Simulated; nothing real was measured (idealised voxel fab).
process module | voxel released beams
cross-section cut | 290 nm wide | cells 5 nm
A cross-section is a grid of square cells, given in bands from the top down. A band is one or more rows of cells.
Each band's line starts with the height of the band's top and of its bottom, in nm. Then come its materials from left to right, each with its width in nm. One material with "throughout" fills the band from edge to edge. "air" is empty space.
Height 0 is the level under which the wafer as received is all one material. The lowest band goes on downwards, as in "0 down".
A width such as "30 to 40" changes by the same amount from each row of cells to the next, from the band's top row to its bottom row.
"no change" after a step means that no cell of the cross-section changed.
closed voids: empty space of 8 cells or more with no open way to the top, each as width x height at its distance from the left edge, in nm
after a step's settings: what the simulator itself notes on the step
overlay nm, on a step with a mask: how far to the right of its planned place the mask lay; to the left if negative
plan
1 op RECEIVE | material Si
2 op CONFORMAL_DEP | material SiN | thk nm 10
3 op DIRECTIONAL_DEP | material SiO2 | thk nm 10
4 op PATTERN | tone open | mask id ANCHOR | material resist | width nm 35 | thk nm 15 | overlay nm 0
5 op DIRECTIONAL_ETCH | etch materials SiO2 | depth nm 10
6 op STRIP | etch materials resist
7 op CONFORMAL_DEP | material polySi | thk nm 15
8 op MASKED_ETCH | tone cover | mask id BEAM | width nm 105 | etch materials polySi | depth nm 15 | overlay nm 0
9 op STRIP | etch materials SiO2
varied across the wafers: width nm of step 4. The plan shows the first wafer's value. All wafers start alike
first wafer as received, after step 1
  0 down: Si throughout
  closed voids: none
first wafer at the end, after step 9
  35 to 25: air 90 | polySi 25 | air 5 | polySi 75 | air 95
  25 to 20: air 90 | polySi 105 | air 95
  20 to 10: air 100 | polySi 35 | air 155
  10 to 0: SiN throughout
  0 down: Si throughout
  closed voids: none
last wafer at the end
  35 to 25: air 90 | polySi 15 | air 30 | polySi 60 | air 95
  25 to 20: air 90 | polySi 105 | air 95
  20 to 10: air 90 | polySi 60 | air 140
  10 to 0: SiN throughout
  0 down: Si throughout
  closed voids: none
each wafer at the end: cells of each material gained (+) or lost (-) since it was received, then its closed voids
width nm 35 | +116 SiN | +75 polySi | closed voids: none
width nm 40 | +116 SiN | +75 polySi | closed voids: none
width nm 45 | +116 SiN | +75 polySi | closed voids: none
width nm 50 | +116 SiN | +75 polySi | closed voids: none
width nm 55 | +116 SiN | +75 polySi | closed voids: none
width nm 60 | +116 SiN | +75 polySi | closed voids: none
